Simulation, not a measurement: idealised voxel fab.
Process module in this document: voxel ribs on slabs
Section cut is 155 nm wide and gridded with 5 nm square cells.
A cross-section is written here as square cells arranged in a grid, and it is given in bands from the top down, each band taking up one or more rows of cells.
This entry defines a band. It first specifies the height of the band's top and the height of its bottom in nm, and then specifies the band's materials from left to right, stating each material with its width in nm. The word "throughout" identifies a single material that fills the band from edge to edge, while the word "empty" identifies empty space.
A quick word on heights: they are counted from 0, and under that level the wafer as it came to us is one material throughout. The lowest band is different from the rest in having no bottom; it simply continues downward, written as in "0..down".
When a width is written as two numbers, as in "30..40", the first number is the width in the top row of cells of the band and the second is the width in its bottom row, and the width changes by the same amount from each row to the next.
Reading "everything unchanged" for a step: not a cell of the cross-section changed in it.
For the entry "Tabulated closed voids", the listed items are empty spaces with no open way to the top whose size is 8 cells or more; each item follows the pattern width x height at distance, where distance is from the left edge and all three are in nm.
That trailing text on a step's line, after the settings, is the simulator's own remark on the step.
overlay nm: on a step with a mask, how far right of its planned place the mask lay; negative means left.

The following list gives the planned process steps:
1: RECEIVE, material Si
2: DIRECTIONAL_DEP, material SiO2, thk nm 30
3: DIRECTIONAL_DEP, material polySi, thk nm 25
4: PATTERN, tone cover, mask id RIB, material resist, width nm 30, thk nm 15, overlay nm 0
5: DIRECTIONAL_ETCH, etch materials polySi, depth nm 10
6: STRIP, etch materials resist
7: MASKED_ETCH, tone cover, mask id SLAB, width nm 60, etch materials polySi, depth nm 15, overlay nm 0
8: FILL_DEP, material SiO2, thk nm 25
9: CMP, height nm 70
10: DIRECTIONAL_DEP, material W, thk nm 10
11: PATTERN, tone cover, mask id HEATER, material resist, width nm 40, thk nm 15, overlay nm 0
12: DIRECTIONAL_ETCH, etch materials W, depth nm 10
13: STRIP, etch materials resist
14: CONFORMAL_DEP, material SiO2, thk nm 10

This is the cross-section of the wafer as we received it, i.e. after step 1:
    0..down = Si throughout
    Tabulated closed voids: none

Final cross-section, module run with one mistake (start and plan as above):
    90..80 = empty (55)  SiO2 (60)  empty (40)
    80..70 = SiO2 (65)  W (40)  SiO2 (50)
    70..55 = SiO2 throughout
    55..45 = SiO2 (60)  polySi (30)  SiO2 (65)
    45..30 = SiO2 (45)  polySi (60)  SiO2 (50)
    30..0 = SiO2 throughout
    0..down = Si throughout
    Tabulated closed voids: none
Short version of what went wrong: step 11 deviated from plan and actually ran as PATTERN, tone cover, mask id HEATER, material resist, width nm 40, thk nm 15, overlay nm 10
